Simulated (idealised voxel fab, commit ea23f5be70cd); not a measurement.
You're looking at the process module voxel fin reveal.
The width of the displayed cross-section, cut, is 160 nm; its cells are square, with a size of 5 nm.
Bands, listed from the top down, are how a cross-section gets written in this document; the cross-section itself is a grid of square cells, and a band is one or more rows of them. Within each band entry, the heights of the top and of the bottom of the band appear first, in that order and in nm; the materials of the band then follow from left to right, each with its corresponding width in nm. The designation "edge to edge" on a single material indicates that it fills the band from edge to edge; the designation "air" indicates empty space. Heads up on the height convention: 0 is the point under which the incoming wafer is all one material, and the lowest band has no bottom, it just keeps going down, like "from 0 down". With a width like "30->40", each row of cells in the band differs from the next by the same amount, the top row carrying the first number and the bottom row the second. The cross-section has no changed cell in any step marked "nothing different". Empty spaces without an open route to the top, at least 8 cells in extent, make up the entry "Enclosed empty spaces"; each is given as width x height at distance, where the distance is measured from the left edge, and all are in nm. It should be noted that, on the line of a given step, the content following the step's settings is a remark produced by the simulator itself with respect to that step. overlay nm: where the mask lay relative to plan, measured to the right, on steps with a mask; negatives go left.

Set out below are the planned steps of the process:
1) RECEIVE, material Si
2) CONFORMAL_DEP, material SiN, thk nm 5
3) DIRECTIONAL_DEP, material aC, thk nm 15
4) PATTERN, tone cover, mask id FINS, material resist, width nm 15, pitch nm 35, thk nm 35, overlay nm 0
5) DIRECTIONAL_ETCH, etch materials aC, depth nm 15
6) STRIP, etch materials resist
7) DIRECTIONAL_ETCH, etch materials SiN, depth nm 5
8) DIRECTIONAL_ETCH, etch materials Si, depth nm 30
9) STRIP, etch materials aC
10) OXIDIZE, depth nm 5
11) FILL_DEP, material SiO2, thk nm 10
12) CMP, height nm 5
13) SELECTIVE_ETCH, etch materials SiO2, depth nm 15
14) STRIP, etch materials SiN
15) CONFORMAL_DEP, material SiO2, thk nm 5

Cross-section, incoming material, after step 1:
    from 0 down: Si edge to edge
    Enclosed empty spaces: none

Post-module cross-section: identical start and plan to those above, one misstep in execution:
    from 5 to 0: 20 nm air | 15 nm SiO2 | 20 nm air | 15 nm SiO2 | 20 nm air | 15 nm SiO2 | 20 nm air | 15 nm SiO2 | 20 nm air
    from 0 to -5: 20 nm air | 5 nm SiO2 | 5 nm Si | 5 nm SiO2 | 20 nm air | 5 nm SiO2 | 5 nm Si | 5 nm SiO2 | 20 nm air | 5 nm SiO2 | 5 nm Si | 5 nm SiO2 | 20 nm air | 5 nm SiO2 | 5 nm Si | 5 nm SiO2 | 20 nm air
    from -5 to -10: 10 nm SiO2 | 10 nm air | 5 nm SiO2 | 5 nm Si | 5 nm SiO2 | 20 nm air | 5 nm SiO2 | 5 nm Si | 5 nm SiO2 | 20 nm air | 5 nm SiO2 | 5 nm Si | 5 nm SiO2 | 20 nm air | 5 nm SiO2 | 5 nm Si | 5 nm SiO2 | 10 nm air | 10 nm SiO2
    from -10 to -35: 25 nm SiO2 | 5 nm Si | 30 nm SiO2 | 5 nm Si | 30 nm SiO2 | 5 nm Si | 30 nm SiO2 | 5 nm Si | 25 nm SiO2
    from -35 down: Si edge to edge
    Enclosed empty spaces: none
Processing error: steps 13 and 14 of the plan were each performed in the slot designated for the other
